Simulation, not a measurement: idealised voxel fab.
This section sets out a process module, namely voxel released beams.
For reference, the cross-section in this document is cut, with width 200 nm and square cells of 5 nm.
For the purposes of this document, a cross-section shall be understood as a grid of square cells, specified as bands listed in top-to-bottom order, each band consisting of one or more rows of cells. A band entry consists of two parts. The first gives the height of the band's top and the height of its bottom, in nm. The rest lists the band's materials from left to right, each with its width in nm. A single material labelled with the word "edge to edge" fills the band from edge to edge, and the word "air" marks empty space. Heights are expressed relative to 0, this being the level below which the as-received wafer comprises one material exclusively. The lowest band is unbounded in the downward direction and is denoted as in "0 -> down". Width: "30 to 40" (first number = top row, second number = bottom row, same change from row to row of cells). When a step is marked "nothing changed", none of the cells in the cross-section changed during that step. "Closed void catalog" contains a list of empty spaces, each no smaller than 8 cells and without an open way to the top, written in the form width x height at distance with the distance from the left edge and all three in nm. On each step's line, the part that comes after the settings is the simulator's own comment on the step. overlay nm: mask right of planned place by this much (step with mask). Neg. = left.
The planned process steps are enumerated hereunder:
1) RECEIVE (material Si)
2) CONFORMAL_DEP (material SiN; thk nm 5)
3) DIRECTIONAL_DEP (material SiO2; thk nm 15)
4) DIRECTIONAL_DEP (material aC; thk nm 15)
5) PATTERN (tone open; mask id ANCHOR; material resist; width nm 45; thk nm 30; overlay nm 0)
6) DIRECTIONAL_ETCH (etch materials aC; depth nm 15)
7) STRIP (etch materials resist)
8) DIRECTIONAL_ETCH (etch materials SiO2; depth nm 15)
9) STRIP (etch materials aC)
10) CONFORMAL_DEP (material W; thk nm 15)
11) PATTERN (tone cover; mask id BEAM; material resist; width nm 90; thk nm 20; overlay nm 0)
12) DIRECTIONAL_ETCH (etch materials W; depth nm 15)
13) STRIP (etch materials resist)
14) STRIP (etch materials SiO2)
Wafer cross-section on receipt, i.e. after step 1:
* 0 -> down: Si edge to edge
* Closed void catalog: none
Figure: cross-sectional view of the wafer upon completion of the module, processed from the initial state and according to the plan depicted above, with one error introduced during execution:
* 35 -> 20: SiN 70 nm; air 15 nm; SiN 115 nm
* 20 -> 5: SiO2 55 nm; SiN 45 nm; SiO2 100 nm
* 5 -> 0: SiN edge to edge
* 0 -> down: Si edge to edge
* Closed void catalog: none
Deviation noted in wafer processing: planned and actual differ for step 10; actual: CONFORMAL_DEP (material SiN; thk nm 15)
